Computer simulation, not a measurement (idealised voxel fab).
process module | voxel ribs on slabs
cross-section cut | 175 nm wide | cells 5 nm
A cross-section is a grid of square cells, given in bands from the top down. A band is one or more rows of cells.
Each band's line starts with the height of the band's top and of its bottom, in nm. Then come its materials from left to right, each with its width in nm. One material with "throughout" fills the band from edge to edge. "air" is empty space.
Height 0 is the level under which the wafer as received is all one material. The lowest band goes on downwards, as in "0 down".
A width such as "30 to 40" changes by the same amount from each row of cells to the next, from the band's top row to its bottom row.
"no change" after a step means that no cell of the cross-section changed.
closed voids: empty space of 8 cells or more with no open way to the top, each as width x height at its distance from the left edge, in nm
after a step's settings: what the simulator itself notes on the step
overlay nm, on a step with a mask: how far to the right of its planned place the mask lay; to the left if negative
plan
1 op RECEIVE | material Si
2 op DIRECTIONAL_DEP | material SiO2 | thk nm 30
3 op DIRECTIONAL_DEP | material SiN | thk nm 20
4 op PATTERN | tone cover | mask id RIB | material resist | width nm 25 | thk nm 20 | overlay nm 0
5 op DIRECTIONAL_ETCH | etch materials SiN | depth nm 10
6 op STRIP | etch materials resist
7 op PATTERN | tone cover | mask id SLAB | material resist | width nm 65 | thk nm 15 | overlay nm 0
8 op DIRECTIONAL_ETCH | etch materials SiN | depth nm 10
9 op STRIP | etch materials resist
10 op FILL_DEP | material SiO2 | thk nm 20
11 op CMP | height nm 65
12 op DIRECTIONAL_DEP | material W | thk nm 10
13 op MASKED_ETCH | tone cover | mask id HEATER | width nm 35 | etch materials W | depth nm 10 | overlay nm 0
14 op CONFORMAL_DEP | material SiN | thk nm 5
first wafer, as planned
as received, after step 1
  0 down: Si throughout
  closed voids: none
after step 2
  30 to 0: SiO2 throughout
  below 0: unchanged
after step 3
  50 to 30: SiN throughout
  below 30: unchanged
after step 4
  70 to 50: air 75 | resist 25 | air 75
  below 50: unchanged
after step 5
  70 to 50: air 75 | resist 25 | air 75
  50 to 40: air 75 | SiN 25 | air 75
  below 40: unchanged
after step 6
  50 to 40: air 75 | SiN 25 | air 75
  below 40: unchanged
after step 7
  65 to 50: air 55 | resist 65 | air 55
  50 to 40: air 55 | resist 20 | SiN 25 | resist 20 | air 55
  below 40: unchanged
after step 8
  65 to 50: air 55 | resist 65 | air 55
  50 to 40: air 55 | resist 20 | SiN 25 | resist 20 | air 55
  40 to 30: air 55 | SiN 65 | air 55
  below 30: unchanged
after step 9
  50 to 40: air 75 | SiN 25 | air 75
  below 40: unchanged
after step 10
  70 to 50: SiO2 throughout
  50 to 40: SiO2 75 | SiN 25 | SiO2 75
  40 to 30: SiO2 55 | SiN 65 | SiO2 55
  below 30: unchanged
after step 11
  65 to 50: SiO2 throughout
  below 50: unchanged
after step 12
  75 to 65: W throughout
  below 65: unchanged
after step 13
  75 to 65: air 70 | W 35 | air 70
  below 65: unchanged
after step 14
  80 to 75: air 65 | SiN 45 | air 65
  75 to 70: air 65 | SiN 5 | W 35 | SiN 5 | air 65
  70 to 65: SiN 70 | W 35 | SiN 70
  below 65: unchanged
second wafer: like start, like plan, one mistake. Through step 2 it matches the first wafer
when step 3 should have ended
  70 to 30: SiN throughout
  below 30: unchanged
when step 4 should have ended
  90 to 70: air 75 | resist 25 | air 75
  below 70: unchanged
when step 5 should have ended
  90 to 70: air 75 | resist 25 | air 75
  70 to 60: air 75 | SiN 25 | air 75
  below 60: unchanged
when step 6 should have ended
  70 to 60: air 75 | SiN 25 | air 75
  below 60: unchanged
when step 7 should have ended
  85 to 70: air 55 | resist 65 | air 55
  70 to 60: air 55 | resist 20 | SiN 25 | resist 20 | air 55
  below 60: unchanged
when step 8 should have ended
  85 to 70: air 55 | resist 65 | air 55
  70 to 60: air 55 | resist 20 | SiN 25 | resist 20 | air 55
  60 to 50: air 55 | SiN 65 | air 55
  below 50: unchanged
when step 9 should have ended
  70 to 60: air 75 | SiN 25 | air 75
  below 60: unchanged
when step 10 should have ended
  90 to 70: SiO2 throughout
  70 to 60: SiO2 75 | SiN 25 | SiO2 75
  60 to 50: SiO2 55 | SiN 65 | SiO2 55
  below 50: unchanged
when step 11 should have ended
  65 to 60: SiO2 75 | SiN 25 | SiO2 75
  below 60: unchanged
when step 12 should have ended
  75 to 65: W throughout
  below 65: unchanged
when step 13 should have ended
  75 to 65: air 70 | W 35 | air 70
  below 65: unchanged
when step 14 should have ended
  80 to 75: air 65 | SiN 45 | air 65
  75 to 70: air 65 | SiN 5 | W 35 | SiN 5 | air 65
  70 to 65: SiN 70 | W 35 | SiN 70
  below 65: unchanged
what went wrong: step 3 was run twice
at the end the second wafer has, in cells: 135 more of SiN | 135 fewer of SiO2
